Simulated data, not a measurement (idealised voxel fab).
process module | voxel transistor to metal
cross-section cut | 185 nm wide | cells 5 nm
A cross-section is a grid of square cells, given in bands from the top down. A band is one or more rows of cells.
Each band's line starts with the height of the band's top and of its bottom, in nm. Then come its materials from left to right, each with its width in nm. One material with "throughout" fills the band from edge to edge. "air" is empty space.
Height 0 is the level under which the wafer as received is all one material. The lowest band goes on downwards, as in "0 down".
A width such as "30 to 40" changes by the same amount from each row of cells to the next, from the band's top row to its bottom row.
"no change" after a step means that no cell of the cross-section changed.
closed voids: empty space of 8 cells or more with no open way to the top, each as width x height at its distance from the left edge, in nm
after a step's settings: what the simulator itself notes on the step
overlay nm, on a step with a mask: how far to the right of its planned place the mask lay; to the left if negative
plan
1 op RECEIVE | material Si
2 op OXIDIZE | depth nm 5
3 op CONFORMAL_DEP | material SiN | thk nm 15
4 op DIRECTIONAL_DEP | material aC | thk nm 10
5 op PATTERN | tone cover | mask id ACTIVE | material resist | width nm 105 | thk nm 30 | overlay nm 0
6 op DIRECTIONAL_ETCH | etch materials aC | depth nm 10
7 op STRIP | etch materials resist
8 op DIRECTIONAL_ETCH | etch materials SiN | depth nm 15
9 op DIRECTIONAL_ETCH | etch materials SiO2 | depth nm 5
10 op DIRECTIONAL_ETCH | etch materials Si | depth nm 35
11 op STRIP | etch materials aC
12 op FILL_DEP | material SiO2 | thk nm 10
13 op CMP | height nm 15
14 op SELECTIVE_ETCH | etch materials SiO2 | depth nm 10
15 op STRIP | etch materials SiN
16 op SELECTIVE_ETCH | etch materials SiO2 | depth nm 5
17 op OXIDIZE | depth nm 5
18 op DIRECTIONAL_DEP | material polySi | thk nm 20
19 op DIRECTIONAL_DEP | material SiCN | thk nm 10
20 op MASKED_ETCH | tone cover | mask id GATE | width nm 25 | etch materials SiCN | depth nm 20 | overlay nm 0
21 op MASKED_ETCH | tone cover | mask id GATE | width nm 25 | etch materials polySi | depth nm 30 | overlay nm 0
22 op CONFORMAL_DEP | material SiN | thk nm 5
23 op DIRECTIONAL_ETCH | etch materials SiN | depth nm 5
24 op DIRECTIONAL_ETCH | etch materials SiO2 | depth nm 5
25 op DIRECTIONAL_ETCH | etch materials Si | depth nm 10
26 op EPI | material pSi | thk nm 10
27 op FILL_DEP | material SiO2 | thk nm 10
28 op CMP | height nm 25
29 op DIRECTIONAL_DEP | material SiO2 | thk nm 10
30 op PATTERN | tone open | mask id CONTACT | material resist | width nm 30 | pitch nm 65 | thk nm 15 | overlay nm 0
31 op DIRECTIONAL_ETCH | etch materials SiO2 | depth nm 45
32 op STRIP | etch materials resist
33 op CONFORMAL_DEP | material TiN | thk nm 5
34 op FILL_DEP | material Ru | thk nm 10
35 op CMP | height nm 35
36 op DIRECTIONAL_DEP | material TiN | thk nm 5
37 op DIRECTIONAL_DEP | material W | thk nm 20
38 op DIRECTIONAL_DEP | material aC | thk nm 15
39 op PATTERN | tone cover | mask id METAL_1 | material resist | width nm 15 | pitch nm 80 | thk nm 35 | overlay nm 0
40 op DIRECTIONAL_ETCH | etch materials aC | depth nm 15
41 op STRIP | etch materials resist
42 op DIRECTIONAL_ETCH | etch materials W | depth nm 20
43 op DIRECTIONAL_ETCH | etch materials TiN | depth nm 5
44 op STRIP | etch materials aC
45 op FILL_DEP | material SiO2 | thk nm 10
46 op CMP | height nm 60
47 op CONFORMAL_DEP | material SiCN | thk nm 5
48 op DIRECTIONAL_DEP | material lowk | thk nm 30
49 op DIRECTIONAL_DEP | material aC | thk nm 10
50 op PATTERN | tone open | mask id METAL_2 | material resist | width nm 15 | pitch nm 80 | thk nm 25 | overlay nm 0
51 op DIRECTIONAL_ETCH | etch materials aC | depth nm 10
52 op STRIP | etch materials resist
53 op DIRECTIONAL_ETCH | etch materials lowk | depth nm 15
54 op STRIP | etch materials aC
55 op DIRECTIONAL_DEP | material aC | thk nm 10
56 op PATTERN | tone open | mask id METAL_2_HOLES | material resist | width nm 15 | pitch nm 80 | thk nm 25 | overlay nm 0
57 op DIRECTIONAL_ETCH | etch materials aC | depth nm 10
58 op STRIP | etch materials resist
59 op DIRECTIONAL_ETCH | etch materials lowk | depth nm 15
60 op DIRECTIONAL_ETCH | etch materials SiCN | depth nm 5
61 op STRIP | etch materials aC
62 op CONFORMAL_DEP | material TiN | thk nm 5
63 op FILL_DEP | material Cu | thk nm 10
64 op CMP | height nm 95
65 op CONFORMAL_DEP | material SiCN | thk nm 5
first wafer, as planned
as received, after step 1
  0 down: Si throughout
  closed voids: none
after step 2
  0 to -5: SiO2 throughout
  below -5: unchanged
after step 3
  15 to 0: SiN throughout
  below 0: unchanged
after step 4
  25 to 15: aC throughout
  below 15: unchanged
after step 5
  55 to 25: air 40 | resist 105 | air 40
  below 25: unchanged
after step 6
  45 to 25: air 40 | resist 105 | air 40
  25 to 15: air 40 | aC 105 | air 40
  below 15: unchanged
after step 7
  25 to 15: air 40 | aC 105 | air 40
  below 15: unchanged
after step 8
  25 to 15: air 40 | aC 105 | air 40
  15 to 0: air 40 | SiN 105 | air 40
  below 0: unchanged
after step 9
  25 to 15: air 40 | aC 105 | air 40
  15 to 0: air 40 | SiN 105 | air 40
  0 to -5: air 40 | SiO2 105 | air 40
  below -5: unchanged
after step 10
  25 to 15: air 40 | aC 105 | air 40
  15 to 0: air 40 | SiN 105 | air 40
  0 to -5: air 40 | SiO2 105 | air 40
  -5 to -40: air 40 | Si 105 | air 40
  below -40: unchanged
after step 11
  15 to 0: air 40 | SiN 105 | air 40
  below 0: unchanged
after step 12
  25 to 15: SiO2 throughout
  15 to 0: SiO2 40 | SiN 105 | SiO2 40
  0 to -5: SiO2 throughout
  -5 to -40: SiO2 40 | Si 105 | SiO2 40
  below -40: unchanged
after step 13
  15 to 0: SiO2 40 | SiN 105 | SiO2 40
  below 0: unchanged
after step 14
  15 to 5: air 40 | SiN 105 | air 40
  below 5: unchanged
after step 15
  5 to 0: SiO2 40 | air 105 | SiO2 40
  below 0: unchanged
after step 16
  0 to -5: SiO2 35 | air 115 | SiO2 35
  below -5: unchanged
after step 17
  0 to -5: SiO2 35 | air 115 | SiO2 35
  -5 to -10: SiO2 throughout
  below -10: unchanged
after step 18
  20 to 15: polySi 35 | air 115 | polySi 35
  15 to 0: polySi throughout
  0 to -5: SiO2 35 | polySi 115 | SiO2 35
  below -5: unchanged
after step 19
  30 to 25: SiCN 35 | air 115 | SiCN 35
  25 to 20: SiCN throughout
  20 to 15: polySi 35 | SiCN 115 | polySi 35
  below 15: unchanged
after step 20
  25 to 20: air 80 | SiCN 25 | air 80
  20 to 15: polySi 35 | air 45 | SiCN 25 | air 45 | polySi 35
  below 15: unchanged
after step 21
  25 to 15: air 80 | SiCN 25 | air 80
  15 to 0: air 80 | polySi 25 | air 80
  0 to -5: SiO2 35 | air 45 | polySi 25 | air 45 | SiO2 35
  below -5: unchanged
after step 22
  30 to 25: air 75 | SiN 35 | air 75
  25 to 15: air 75 | SiN 5 | SiCN 25 | SiN 5 | air 75
  15 to 5: air 75 | SiN 5 | polySi 25 | SiN 5 | air 75
  5 to 0: SiN 40 | air 35 | SiN 5 | polySi 25 | SiN 5 | air 35 | SiN 40
  0 to -5: SiO2 35 | SiN 45 | polySi 25 | SiN 45 | SiO2 35
  below -5: unchanged
after step 23
  25 to 15: air 75 | SiN 5 | SiCN 25 | SiN 5 | air 75
  15 to 0: air 75 | SiN 5 | polySi 25 | SiN 5 | air 75
  0 to -5: SiO2 35 | SiN 5 | air 35 | SiN 5 | polySi 25 | SiN 5 | air 35 | SiN 5 | SiO2 35
  below -5: unchanged
after step 24
  25 to 15: air 75 | SiN 5 | SiCN 25 | SiN 5 | air 75
  15 to 0: air 75 | SiN 5 | polySi 25 | SiN 5 | air 75
  0 to -5: air 35 | SiN 5 | air 35 | SiN 5 | polySi 25 | SiN 5 | air 35 | SiN 5 | air 35
  -5 to -10: SiO2 40 | air 35 | SiO2 35 | air 35 | SiO2 40
  below -10: unchanged
after step 25
  25 to 15: air 75 | SiN 5 | SiCN 25 | SiN 5 | air 75
  15 to 0: air 75 | SiN 5 | polySi 25 | SiN 5 | air 75
  0 to -5: air 35 | SiN 5 | air 35 | SiN 5 | polySi 25 | SiN 5 | air 35 | SiN 5 | air 35
  -5 to -10: SiO2 40 | air 35 | SiO2 35 | air 35 | SiO2 40
  -10 to -20: SiO2 40 | air 35 | Si 35 | air 35 | SiO2 40
  below -20: unchanged
after step 26
  25 to 15: air 75 | SiN 5 | SiCN 25 | SiN 5 | air 75
  15 to 0: air 75 | SiN 5 | polySi 25 | SiN 5 | air 75
  0 to -5: air 35 | SiN 5 | air 25 | pSi 10 | SiN 5 | polySi 25 | SiN 5 | pSi 10 | air 25 | SiN 5 | air 35
  -5 to -10: SiO2 40 | air 25 | pSi 10 | SiO2 35 | pSi 10 | air 25 | SiO2 40
  -10 to -20: SiO2 40 | pSi 35 | Si 35 | pSi 35 | SiO2 40
  below -20: unchanged
after step 27
  35 to 25: SiO2 throughout
  25 to 15: SiO2 75 | SiN 5 | SiCN 25 | SiN 5 | SiO2 75
  15 to 0: SiO2 75 | SiN 5 | polySi 25 | SiN 5 | SiO2 75
  0 to -5: SiO2 35 | SiN 5 | SiO2 25 | pSi 10 | SiN 5 | polySi 25 | SiN 5 | pSi 10 | SiO2 25 | SiN 5 | SiO2 35
  -5 to -10: SiO2 65 | pSi 10 | SiO2 35 | pSi 10 | SiO2 65
  below -10: unchanged
after step 28
  25 to 15: SiO2 75 | SiN 5 | SiCN 25 | SiN 5 | SiO2 75
  below 15: unchanged
after step 29
  35 to 25: SiO2 throughout
  below 25: unchanged
after step 30
  50 to 35: resist 45 | air 30 | resist 35 | air 30 | resist 45
  below 35: unchanged
after step 31
  50 to 35: resist 45 | air 30 | resist 35 | air 30 | resist 45
  35 to 25: SiO2 45 | air 30 | SiO2 35 | air 30 | SiO2 45
  25 to 15: SiO2 45 | air 30 | SiN 5 | SiCN 25 | SiN 5 | air 30 | SiO2 45
  15 to 0: SiO2 45 | air 30 | SiN 5 | polySi 25 | SiN 5 | air 30 | SiO2 45
  0 to -5: SiO2 35 | SiN 5 | SiO2 5 | air 20 | pSi 10 | SiN 5 | polySi 25 | SiN 5 | pSi 10 | air 20 | SiO2 5 | SiN 5 | SiO2 35
  -5 to -10: SiO2 45 | air 20 | pSi 10 | SiO2 35 | pSi 10 | air 20 | SiO2 45
  below -10: unchanged
after step 32
  35 to 25: SiO2 45 | air 30 | SiO2 35 | air 30 | SiO2 45
  below 25: unchanged
after step 33
  40 to 35: TiN 50 | air 20 | TiN 45 | air 20 | TiN 50
  35 to 25: SiO2 45 | TiN 5 | air 20 | TiN 5 | SiO2 35 | TiN 5 | air 20 | TiN 5 | SiO2 45
  25 to 15: SiO2 45 | TiN 5 | air 20 | TiN 5 | SiN 5 | SiCN 25 | SiN 5 | TiN 5 | air 20 | TiN 5 | SiO2 45
  15 to 5: SiO2 45 | TiN 5 | air 20 | TiN 5 | SiN 5 | polySi 25 | SiN 5 | TiN 5 | air 20 | TiN 5 | SiO2 45
  5 to 0: SiO2 45 | TiN 5 | air 10 | TiN 15 | SiN 5 | polySi 25 | SiN 5 | TiN 15 | air 10 | TiN 5 | SiO2 45
  0 to -5: SiO2 35 | SiN 5 | SiO2 5 | TiN 5 | air 10 | TiN 5 | pSi 10 | SiN 5 | polySi 25 | SiN 5 | pSi 10 | TiN 5 | air 10 | TiN 5 | SiO2 5 | SiN 5 | SiO2 35
  -5 to -10: SiO2 45 | TiN 20 | pSi 10 | SiO2 35 | pSi 10 | TiN 20 | SiO2 45
  below -10: unchanged
after step 34
  50 to 40: Ru throughout
  40 to 35: TiN 50 | Ru 20 | TiN 45 | Ru 20 | TiN 50
  35 to 25: SiO2 45 | TiN 5 | Ru 20 | TiN 5 | SiO2 35 | TiN 5 | Ru 20 | TiN 5 | SiO2 45
  25 to 15: SiO2 45 | TiN 5 | Ru 20 | TiN 5 | SiN 5 | SiCN 25 | SiN 5 | TiN 5 | Ru 20 | TiN 5 | SiO2 45
  15 to 5: SiO2 45 | TiN 5 | Ru 20 | TiN 5 | SiN 5 | polySi 25 | SiN 5 | TiN 5 | Ru 20 | TiN 5 | SiO2 45
  5 to 0: SiO2 45 | TiN 5 | Ru 10 | TiN 15 | SiN 5 | polySi 25 | SiN 5 | TiN 15 | Ru 10 | TiN 5 | SiO2 45
  0 to -5: SiO2 35 | SiN 5 | SiO2 5 | TiN 5 | Ru 10 | TiN 5 | pSi 10 | SiN 5 | polySi 25 | SiN 5 | pSi 10 | TiN 5 | Ru 10 | TiN 5 | SiO2 5 | SiN 5 | SiO2 35
  below -5: unchanged
after step 35
  35 to 25: SiO2 45 | TiN 5 | Ru 20 | TiN 5 | SiO2 35 | TiN 5 | Ru 20 | TiN 5 | SiO2 45
  below 25: unchanged
after step 36
  40 to 35: TiN throughout
  below 35: unchanged
after step 37
  60 to 40: W throughout
  below 40: unchanged
after step 38
  75 to 60: aC throughout
  below 60: unchanged
after step 39
  110 to 75: air 45 | resist 15 | air 65 | resist 15 | air 45
  below 75: unchanged
after step 40
  95 to 75: air 45 | resist 15 | air 65 | resist 15 | air 45
  75 to 60: air 45 | aC 15 | air 65 | aC 15 | air 45
  below 60: unchanged
after step 41
  75 to 60: air 45 | aC 15 | air 65 | aC 15 | air 45
  below 60: unchanged
after step 42
  75 to 60: air 45 | aC 15 | air 65 | aC 15 | air 45
  60 to 40: air 45 | W 15 | air 65 | W 15 | air 45
  below 40: unchanged
after step 43
  75 to 60: air 45 | aC 15 | air 65 | aC 15 | air 45
  60 to 40: air 45 | W 15 | air 65 | W 15 | air 45
  40 to 35: air 45 | TiN 15 | air 65 | TiN 15 | air 45
  below 35: unchanged
after step 44
  60 to 40: air 45 | W 15 | air 65 | W 15 | air 45
  below 40: unchanged
after step 45
  70 to 60: SiO2 throughout
  60 to 40: SiO2 45 | W 15 | SiO2 65 | W 15 | SiO2 45
  40 to 35: SiO2 45 | TiN 15 | SiO2 65 | TiN 15 | SiO2 45
  below 35: unchanged
after step 46
  60 to 40: SiO2 45 | W 15 | SiO2 65 | W 15 | SiO2 45
  below 40: unchanged
after step 47
  65 to 60: SiCN throughout
  below 60: unchanged
after step 48
  95 to 65: lowk throughout
  below 65: unchanged
after step 49
  105 to 95: aC throughout
  below 95: unchanged
after step 50
  130 to 105: resist 45 | air 15 | resist 65 | air 15 | resist 45
  below 105: unchanged
after step 51
  120 to 105: resist 45 | air 15 | resist 65 | air 15 | resist 45
  105 to 95: aC 45 | air 15 | aC 65 | air 15 | aC 45
  below 95: unchanged
after step 52
  105 to 95: aC 45 | air 15 | aC 65 | air 15 | aC 45
  below 95: unchanged
after step 53
  105 to 95: aC 45 | air 15 | aC 65 | air 15 | aC 45
  95 to 80: lowk 45 | air 15 | lowk 65 | air 15 | lowk 45
  below 80: unchanged
after step 54
  95 to 80: lowk 45 | air 15 | lowk 65 | air 15 | lowk 45
  below 80: unchanged
after step 55
  105 to 95: aC 45 | air 15 | aC 65 | air 15 | aC 45
  95 to 90: lowk 45 | air 15 | lowk 65 | air 15 | lowk 45
  90 to 80: lowk 45 | aC 15 | lowk 65 | aC 15 | lowk 45
  below 80: unchanged
after step 56
  130 to 105: resist 45 | air 15 | resist 65 | air 15 | resist 45
  below 105: unchanged
after step 57
  120 to 105: resist 45 | air 15 | resist 65 | air 15 | resist 45
  105 to 95: aC 45 | air 15 | aC 65 | air 15 | aC 45
  95 to 80: lowk 45 | air 15 | lowk 65 | air 15 | lowk 45
  below 80: unchanged
after step 58
  105 to 95: aC 45 | air 15 | aC 65 | air 15 | aC 45
  below 95: unchanged
after step 59
  105 to 95: aC 45 | air 15 | aC 65 | air 15 | aC 45
  95 to 65: lowk 45 | air 15 | lowk 65 | air 15 | lowk 45
  below 65: unchanged
after step 60
  105 to 95: aC 45 | air 15 | aC 65 | air 15 | aC 45
  95 to 65: lowk 45 | air 15 | lowk 65 | air 15 | lowk 45
  65 to 60: SiCN 45 | air 15 | SiCN 65 | air 15 | SiCN 45
  below 60: unchanged
after step 61
  95 to 65: lowk 45 | air 15 | lowk 65 | air 15 | lowk 45
  below 65: unchanged
after step 62
  100 to 95: TiN 50 | air 5 | TiN 75 | air 5 | TiN 50
  95 to 65: lowk 45 | TiN 5 | air 5 | TiN 5 | lowk 65 | TiN 5 | air 5 | TiN 5 | lowk 45
  65 to 60: SiCN 45 | TiN 15 | SiCN 65 | TiN 15 | SiCN 45
  below 60: unchanged
after step 63
  110 to 100: Cu throughout
  100 to 95: TiN 50 | Cu 5 | TiN 75 | Cu 5 | TiN 50
  95 to 65: lowk 45 | TiN 5 | Cu 5 | TiN 5 | lowk 65 | TiN 5 | Cu 5 | TiN 5 | lowk 45
  below 65: unchanged
after step 64
  95 to 65: lowk 45 | TiN 5 | Cu 5 | TiN 5 | lowk 65 | TiN 5 | Cu 5 | TiN 5 | lowk 45
  below 65: unchanged
after step 65
  100 to 95: SiCN throughout
  below 95: unchanged
second wafer: like start, like plan, one mistake. Through step 63 it matches the first wafer
when step 64 should have ended: no change
when step 65 should have ended
  115 to 110: SiCN throughout
  below 110: unchanged
what went wrong: step 64 was left out
at the end the second wafer has, in cells: 76 more of Cu | 35 more of TiN
